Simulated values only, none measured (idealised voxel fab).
Process module, titled voxel trench capacitor
Displayed cross-section: cut, width of 255 nm, square cells sized 5 nm.
If you're reading a cross-section in this doc, picture square cells in a grid; it comes to you as bands, top ones listed first down to the bottom, and a band can be one or more rows of cells. Look at the band entry: it leads with the top's height and the bottom's height in nm. Then it lists the materials left to right, with a width in nm for each. The word "throughout" on a single material says that material fills the band edge to edge. The word "blank" is empty space. Where do heights start? At 0: under that level the wafer as delivered is made of one material only. And the lowest band has no floor; it just carries on downward, as in "top 0, no bottom". So if you see something like "30 to 40" for the width, read it as the top row of the band sitting at the first number and the bottom row at the second, with every row in between moving by the same amount as the last. Key: "identical to before" - step with no changed cell in the cross-section. Closed-off voids of 8+ cells (no open route to the top) go in "Fully sealed voids", written width x height at distance from the left edge, in nm. Read whatever lies past the settings on a step's line as the simulator's own remark about the step. A step's line can hold "overlay nm"; with a mask on that step, the setting says how far right of the planned place the mask lay, while a negative setting says it lay to the left.
List of planned process steps
1. RECEIVE | material Si
2. CONFORMAL_DEP | material SiN | thk nm 5
3. PATTERN | tone open | mask id TRENCH | material resist | width nm 25 | pitch nm 50 | thk nm 20 | overlay nm 0
4. DIRECTIONAL_ETCH | etch materials SiN | depth nm 5
5. DIRECTIONAL_ETCH | etch materials Si | depth nm 30
6. STRIP | etch materials resist
7. CONFORMAL_DEP | material HfO2 | thk nm 5
8. CONFORMAL_DEP | material TiN | thk nm 5
9. FILL_DEP | material W | thk nm 10
10. CMP | height nm 5
Incoming wafer, cross-sectional view, post step 1
top 0, no bottom | Si throughout
Fully sealed voids: none
End-of-module cross-section of the first of two wafers, processed as planned
top 5, bottom 0 | SiN 65 nm | HfO2 5 nm | TiN 5 nm | W 5 nm | TiN 5 nm | HfO2 5 nm | SiN 25 nm | HfO2 5 nm | TiN 5 nm | W 5 nm | TiN 5 nm | HfO2 5 nm | SiN 25 nm | HfO2 5 nm | TiN 5 nm | W 5 nm | TiN 5 nm | HfO2 5 nm | SiN 65 nm
top 0, bottom -20 | Si 65 nm | HfO2 5 nm | TiN 5 nm | W 5 nm | TiN 5 nm | HfO2 5 nm | Si 25 nm | HfO2 5 nm | TiN 5 nm | W 5 nm | TiN 5 nm | HfO2 5 nm | Si 25 nm | HfO2 5 nm | TiN 5 nm | W 5 nm | TiN 5 nm | HfO2 5 nm | Si 65 nm
top -20, bottom -25 | Si 65 nm | HfO2 5 nm | TiN 15 nm | HfO2 5 nm | Si 25 nm | HfO2 5 nm | TiN 15 nm | HfO2 5 nm | Si 25 nm | HfO2 5 nm | TiN 15 nm | HfO2 5 nm | Si 65 nm
top -25, bottom -30 | Si 65 nm | HfO2 25 nm | Si 25 nm | HfO2 25 nm | Si 25 nm | HfO2 25 nm | Si 65 nm
top -30, no bottom | Si throughout
Fully sealed voids: none
Presented here is a cross-section of the second of the two wafers as it stood at the end of the module. It was started in the same manner and assigned the same plan as the first wafer; however, one mistake was made in its execution
top 5, bottom 0 | SiN 65 nm | HfO2 5 nm | TiN 5 nm | W 5 nm | TiN 5 nm | HfO2 5 nm | SiN 25 nm | HfO2 5 nm | TiN 5 nm | W 5 nm | TiN 5 nm | HfO2 5 nm | SiN 25 nm | HfO2 5 nm | TiN 5 nm | W 5 nm | TiN 5 nm | HfO2 5 nm | SiN 65 nm
top 0, bottom -50 | Si 65 nm | HfO2 5 nm | TiN 5 nm | W 5 nm | TiN 5 nm | HfO2 5 nm | Si 25 nm | HfO2 5 nm | TiN 5 nm | W 5 nm | TiN 5 nm | HfO2 5 nm | Si 25 nm | HfO2 5 nm | TiN 5 nm | W 5 nm | TiN 5 nm | HfO2 5 nm | Si 65 nm
top -50, bottom -55 | Si 65 nm | HfO2 5 nm | TiN 15 nm | HfO2 5 nm | Si 25 nm | HfO2 5 nm | TiN 15 nm | HfO2 5 nm | Si 25 nm | HfO2 5 nm | TiN 15 nm | HfO2 5 nm | Si 65 nm
top -55, bottom -60 | Si 65 nm | HfO2 25 nm | Si 25 nm | HfO2 25 nm | Si 25 nm | HfO2 25 nm | Si 65 nm
top -60, no bottom | Si throughout
Fully sealed voids: none
It is concluded that the wafer was processed incorrectly with respect to the plan, in that regarding the plan, step 5 was run twice
Final difference in cells, second wafer against first, listed per material as more or fewer: HfO2: 36 more, Si: 90 fewer, TiN: 36 more, W: 18 more
